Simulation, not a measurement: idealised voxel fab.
Process module under the name voxel gate over fins
Square cell edge 5 nm, section width 205 nm, ID cut.
Cross-sections here: square-cell grids, written as top-down lists of bands, a band being one or more rows of cells.
Basically the band line says how high the top is and how high the bottom is, in nm, and then what's in it from left to right, every material with its width in nm. Empty space shows up as "empty", and if a single material carries "throughout" it runs the full band edge to edge.
Heads up on the height convention: 0 is the point under which the incoming wafer is all one material, and the lowest band has no bottom, it just keeps going down, like "0 and below".
With a width like "30..40", each row of cells in the band differs from the next by the same amount, the top row carrying the first number and the bottom row the second.
"remained unchanged" for a step: no cell of the cross-section changed in that step.
Any empty space of 8 cells or more lacking an open way to the top shows up in "Closed-off voids" as width x height at distance, distance from the left edge, in nm.
Heads up: the bit after the settings on a step's line is the simulator's remark on that step.
overlay nm: mask offset rightward from planned place, masked step; negative means leftward offset.
The planned process steps are enumerated hereunder
- 1: RECEIVE,material Si
- 2: CONFORMAL_DEP,material SiN,thk nm 5
- 3: MASKED_ETCH,tone cover,mask id FINS,width nm 15,pitch nm 55,etch materials SiN,depth nm 5,overlay nm 0
- 4: MASKED_ETCH,tone cover,mask id FINS,width nm 15,pitch nm 55,etch materials Si,depth nm 35,overlay nm 0
- 5: OXIDIZE,depth nm 5
- 6: FILL_DEP,material SiO2,thk nm 10
- 7: CMP,height nm 5
- 8: DIRECTIONAL_DEP,material aC,thk nm 15
- 9: PATTERN,tone open,mask id RAIL,material resist,width nm 15,thk nm 35,overlay nm 0
- 10: DIRECTIONAL_ETCH,etch materials aC,depth nm 15
- 11: STRIP,etch materials resist
- 12: DIRECTIONAL_ETCH,etch materials SiO2,depth nm 35
- 13: STRIP,etch materials aC
- 14: CONFORMAL_DEP,material TiN,thk nm 5
- 15: FILL_DEP,material Ru,thk nm 5
- 16: CMP,height nm 5
- 17: SELECTIVE_ETCH,etch materials W Ru TiN,depth nm 30
- 18: FILL_DEP,material SiO2,thk nm 5
- 19: CMP,height nm 5
- 20: SELECTIVE_ETCH,etch materials SiO2,depth nm 20
- 21: STRIP,etch materials SiN
- 22: CONFORMAL_DEP,material HfO2,thk nm 5
- 23: CONFORMAL_DEP,material TiN,thk nm 5
- 24: FILL_DEP,material W,thk nm 15
- 25: CMP,height nm 20
- 26: CONFORMAL_DEP,material SiCN,thk nm 5
Wafer at receipt (post step 1), cross-section
	0 and below = Si throughout
	Closed-off voids: none
What the wafer looks like in cross-section after this module, when it starts as shown above and follows the plan above but one mistake is made in running it
	25 down to 20 = SiCN throughout
	20 down to 10 = W throughout
	10 down to 5 = 35 W / 25 TiN / 30 W / 25 TiN / 30 W / 25 TiN / 35 W
	5 down to 0 = 35 W / 5 TiN / 15 HfO2 / 5 TiN / 30 W / 5 TiN / 15 HfO2 / 5 TiN / 30 W / 5 TiN / 15 HfO2 / 5 TiN / 35 W
	0 down to -5 = 35 W / 5 TiN / 5 HfO2 / 5 Si / 5 HfO2 / 5 TiN / 30 W / 5 TiN / 5 HfO2 / 5 Si / 5 HfO2 / 5 TiN / 30 W / 5 TiN / 5 HfO2 / 5 Si / 5 HfO2 / 5 TiN / 35 W
	-5 down to -10 = 40 TiN / 5 HfO2 / 5 Si / 5 HfO2 / 40 TiN / 5 HfO2 / 5 Si / 5 HfO2 / 40 TiN / 5 HfO2 / 5 Si / 5 HfO2 / 40 TiN
	-10 down to -15 = 45 HfO2 / 5 Si / 50 HfO2 / 5 Si / 50 HfO2 / 5 Si / 45 HfO2
	-15 down to -25 = 45 SiO2 / 5 Si / 50 SiO2 / 5 Si / 50 SiO2 / 5 Si / 45 SiO2
	-25 down to -35 = 40 Ru / 5 SiO2 / 5 Si / 5 SiO2 / 40 Ru / 5 SiO2 / 5 Si / 5 SiO2 / 40 Ru / 5 SiO2 / 5 Si / 5 SiO2 / 40 Ru
	-35 down to -40 = 45 SiO2 / 5 Si / 50 SiO2 / 5 Si / 50 SiO2 / 5 Si / 45 SiO2
	-40 and below = Si throughout
	Closed-off voids: none
What was done differently from what was planned? for step 6, the planned setting was not used; the step was instead run as FILL_DEP,material Ru,thk nm 10
